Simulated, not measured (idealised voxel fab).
process module | voxel gate over fins
cross-section cut | 205 nm wide | cells 5 nm
A cross-section is a grid of square cells, given in bands from the top down. A band is one or more rows of cells.
Each band's line starts with the height of the band's top and of its bottom, in nm. Then come its materials from left to right, each with its width in nm. One material with "throughout" fills the band from edge to edge. "air" is empty space.
Height 0 is the level under which the wafer as received is all one material. The lowest band goes on downwards, as in "0 down".
A width such as "30 to 40" changes by the same amount from each row of cells to the next, from the band's top row to its bottom row.
"no change" after a step means that no cell of the cross-section changed.
closed voids: empty space of 8 cells or more with no open way to the top, each as width x height at its distance from the left edge, in nm
after a step's settings: what the simulator itself notes on the step
overlay nm, on a step with a mask: how far to the right of its planned place the mask lay; to the left if negative
plan
1 op RECEIVE | material Si
2 op CONFORMAL_DEP | material SiN | thk nm 5
3 op PATTERN | tone cover | mask id FINS | material resist | width nm 15 | pitch nm 45 | thk nm 20 | overlay nm 0
4 op DIRECTIONAL_ETCH | etch materials SiN | depth nm 5
5 op DIRECTIONAL_ETCH | etch materials Si | depth nm 30
6 op STRIP | etch materials resist
7 op FILL_DEP | material SiO2 | thk nm 5
8 op CMP | height nm 5
9 op SELECTIVE_ETCH | etch materials SiO2 | depth nm 20
10 op STRIP | etch materials SiN
11 op CONFORMAL_DEP | material HfO2 | thk nm 5
12 op CONFORMAL_DEP | material TiN | thk nm 5
13 op CONFORMAL_DEP | material TiAl | thk nm 5
14 op CONFORMAL_DEP | material TiN | thk nm 5
15 op FILL_DEP | material W | thk nm 15
16 op CMP | height nm 30
17 op CONFORMAL_DEP | material SiN | thk nm 10
varied across the wafers: width nm of step 3. The plan shows the first wafer's value. All wafers start alike
first wafer as received, after step 1
  0 down: Si throughout
  closed voids: none
first wafer at the end, after step 17
  40 to 30: SiN throughout
  30 to 20: W throughout
  20 to 15: W 50 | TiN 100 | W 55
  15 to 10: W 50 | TiN 5 | TiAl 90 | TiN 5 | W 55
  10 to 5: W 50 | TiN 5 | TiAl 5 | TiN 35 | TiAl 10 | TiN 35 | TiAl 5 | TiN 5 | W 55
  5 to 0: TiN 55 | TiAl 5 | TiN 5 | HfO2 25 | TiN 5 | TiAl 10 | TiN 5 | HfO2 25 | TiN 5 | TiAl 5 | TiN 60
  0 to -5: TiAl 60 | TiN 5 | HfO2 5 | Si 15 | HfO2 5 | TiN 5 | TiAl 10 | TiN 5 | HfO2 5 | Si 15 | HfO2 5 | TiN 5 | TiAl 65
  -5 to -10: TiN 65 | HfO2 5 | Si 15 | HfO2 5 | TiN 20 | HfO2 5 | Si 15 | HfO2 5 | TiN 70
  -10 to -15: HfO2 70 | Si 15 | HfO2 30 | Si 15 | HfO2 75
  -15 to -30: SiO2 70 | Si 15 | SiO2 30 | Si 15 | SiO2 75
  -30 down: Si throughout
  closed voids: none
last wafer at the end
  40 to 30: SiN throughout
  30 to 20: W throughout
  20 to 15: W 45 | TiN 115 | W 45
  15 to 10: W 45 | TiN 5 | TiAl 105 | TiN 5 | W 45
  10 to 5: W 45 | TiN 5 | TiAl 5 | TiN 95 | TiAl 5 | TiN 5 | W 45
  5 to 0: TiN 50 | TiAl 5 | TiN 5 | HfO2 40 | TiN 5 | HfO2 40 | TiN 5 | TiAl 5 | TiN 50
  0 to -5: TiAl 55 | TiN 5 | HfO2 5 | Si 30 | HfO2 5 | TiN 5 | HfO2 5 | Si 30 | HfO2 5 | TiN 5 | TiAl 55
  -5 to -10: TiN 60 | HfO2 5 | Si 30 | HfO2 5 | TiN 5 | HfO2 5 | Si 30 | HfO2 5 | TiN 60
  -10 to -15: HfO2 65 | Si 30 | HfO2 15 | Si 30 | HfO2 65
  -15 to -30: SiO2 65 | Si 30 | SiO2 15 | Si 30 | SiO2 65
  -30 down: Si throughout
  closed voids: none
each wafer at the end: cells of each material gained (+) or lost (-) since it was received, then its closed voids
width nm 15 | +53 HfO2 | -210 Si | +82 SiN | +105 SiO2 | +53 TiAl | +100 TiN | +145 W | closed voids: none
width nm 20 | +53 HfO2 | -198 Si | +82 SiN | +99 SiO2 | +50 TiAl | +100 TiN | +142 W | closed voids: none
width nm 25 | +53 HfO2 | -186 Si | +82 SiN | +93 SiO2 | +47 TiAl | +100 TiN | +139 W | closed voids: none
width nm 30 | +53 HfO2 | -174 Si | +82 SiN | +87 SiO2 | +47 TiAl | +97 TiN | +136 W | closed voids: none
